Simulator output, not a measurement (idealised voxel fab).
Process module under the name voxel fin reveal
Square cell edge 5 nm, section width 270 nm, ID cut.
Cross-section format: a grid of square cells, given as bands from top to bottom; each band is one or more rows of cells.
The band entry comprises the height of the band's top followed by the height of its bottom, expressed in nm, and subsequently the band's materials from left to right, each stated together with its width in nm. Where a single material is marked with the word "full width", that material fills the band from edge to edge. The word "empty" represents empty space.
Below 0: as-received wafer, all one material; heights counted from there. Lowest band: no bottom, goes on down, written "0 nm and below".
Read "30..40" as a graded width: first number on top, second number at the bottom, same change between each pair of neighbouring rows.
"same as before" -> step changed no cross-section cell.
Look at "Closed cavities" for the closed voids: empty spaces with no open path to the top, sized 8 cells or up. Each is width x height at distance, distance from the left edge, all nm.
Whatever follows a step's settings on its line is a remark the simulator itself makes about that step.
"overlay nm" answers the question of how far to the right of plan the mask lay on a step that has a mask, and when it is negative the answer is to the left.

# Steps in the process plan
1 RECEIVE: material Si
2 CONFORMAL_DEP: material SiN, thk nm 10
3 PATTERN: tone cover, mask id FINS, material resist, width nm 15, pitch nm 45, thk nm 20, overlay nm 0
4 DIRECTIONAL_ETCH: etch materials SiN, depth nm 10
5 DIRECTIONAL_ETCH: etch materials Si, depth nm 40
6 STRIP: etch materials resist
7 OXIDIZE: depth nm 5
8 FILL_DEP: material SiO2, thk nm 15
9 CMP: height nm 0
10 SELECTIVE_ETCH: etch materials SiO2, depth nm 40
11 STRIP: etch materials SiN
12 CONFORMAL_DEP: material SiO2, thk nm 5
Among the wafers covered here, the point of difference is the height nm at step 9; their starting state is shared, and the plan presents the value of the first wafer.

# Incoming state of the first of several wafers in cross-section: after step 1
0 nm and below: Si full width
Closed cavities: none

# Below, a row for every wafer. Read it as the end-of-module picture: for each material the wafer shows its cells gained (+) or lost (-) since it was received, and then its closed voids
height nm 0 | -468 Si | +138 SiO2 | Closed cavities: none
height nm 5 | -468 Si | +186 SiO2 | Closed cavities: none
height nm 10 | -468 Si | +234 SiO2 | Closed cavities: none
height nm 15 | -468 Si | +282 SiO2 | Closed cavities: none
height nm 20 | -468 Si | +330 SiO2 | Closed cavities: none
height nm 25 | -468 Si | +378 SiO2 | Closed cavities: none
